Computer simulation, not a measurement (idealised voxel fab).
voxel tone inversion: a process module
Cross-section cut: width 275 nm, square cells of 5 nm.
When this document writes out a cross-section, it uses a grid of square cells and lists it as bands, beginning at the top and moving down, with a band standing for one or more rows of cells.
Band entry format. Leading values: height of top, height of bottom, nm. Remainder: materials in left-to-right order, each with its width in nm. Special words: "everywhere" on a single material, which then fills the band edge to edge; "blank", empty space.
Height 0 is the level under which the wafer as received is all one material. The lowest band goes on downwards, as in "0..down".
The notation "30..40" denotes a width that varies across the rows of cells in the band, beginning at the first number in the top row, finishing at the second number in the bottom row, and changing by an identical amount from each row to the next.
When a step is marked "same as before", none of the cells in the cross-section changed during that step.
The entry titled "Closed cavity list" provides the empty spaces that have no open way to the top, restricted to those of 8 cells or more. Each is presented as width x height at distance, the distance being measured from the left edge, with all three in nm.
Heads up: the bit after the settings on a step's line is the simulator's remark on that step.
Regarding "overlay nm": on a step with a mask, it is the distance the mask lay to the right of its planned place; a negative value places it to the left.

## Planned process steps
1 RECEIVE | material Si
2 CONFORMAL_DEP | material SiCN | thk nm 10
3 DIRECTIONAL_DEP | material polySi | thk nm 15
4 PATTERN | tone cover | mask id POSTS | material resist | width nm 20 | pitch nm 40 | thk nm 25 | overlay nm 0
5 DIRECTIONAL_ETCH | etch materials polySi | depth nm 15
6 STRIP | etch materials resist
7 FILL_DEP | material lowk | thk nm 10
8 CMP | height nm 25
9 STRIP | etch materials polySi
10 CONFORMAL_DEP | material TiN | thk nm 5
11 FILL_DEP | material Ru | thk nm 10
12 CMP | height nm 25
13 CONFORMAL_DEP | material SiN | thk nm 5
Wafer-to-wafer difference: thk nm, step 13. Common start. Plan = first wafer's value.

## Received wafers, first of several: cross-section after step 1
- 0..down | Si everywhere
- Closed cavity list: none

## Depicted here is the first of several wafers in cross-section, at module completion following the last step, step 13
- 30..25 | SiN everywhere
- 25..15 | 65 of lowk / 5 of TiN / 10 of Ru / 5 of TiN / 20 of lowk / 5 of TiN / 10 of Ru / 5 of TiN / 20 of lowk / 5 of TiN / 10 of Ru / 5 of TiN / 20 of lowk / 5 of TiN / 10 of Ru / 5 of TiN / 70 of lowk
- 15..10 | 65 of lowk / 20 of TiN / 20 of lowk / 20 of TiN / 20 of lowk / 20 of TiN / 20 of lowk / 20 of TiN / 70 of lowk
- 10..0 | SiCN everywhere
- 0..down | Si everywhere
- Closed cavity list: none

## Module end, final wafer: cross-section
- 45..25 | SiN everywhere
- 25..15 | 65 of lowk / 5 of TiN / 10 of Ru / 5 of TiN / 20 of lowk / 5 of TiN / 10 of Ru / 5 of TiN / 20 of lowk / 5 of TiN / 10 of Ru / 5 of TiN / 20 of lowk / 5 of TiN / 10 of Ru / 5 of TiN / 70 of lowk
- 15..10 | 65 of lowk / 20 of TiN / 20 of lowk / 20 of TiN / 20 of lowk / 20 of TiN / 20 of lowk / 20 of TiN / 70 of lowk
- 10..0 | SiCN everywhere
- 0..down | Si everywhere
- Closed cavity list: none

## Below, a row for every wafer. Read it as the end-of-module picture: for each material the wafer shows its cells gained (+) or lost (-) since it was received, and then its closed voids
thk nm 5, +16 Ru, +110 SiCN, +55 SiN, +32 TiN, +117 lowk, Closed cavity list: none
thk nm 10, +16 Ru, +110 SiCN, +110 SiN, +32 TiN, +117 lowk, Closed cavity list: none
thk nm 15, +16 Ru, +110 SiCN, +165 SiN, +32 TiN, +117 lowk, Closed cavity list: none
thk nm 20, +16 Ru, +110 SiCN, +220 SiN, +32 TiN, +117 lowk, Closed cavity list: none
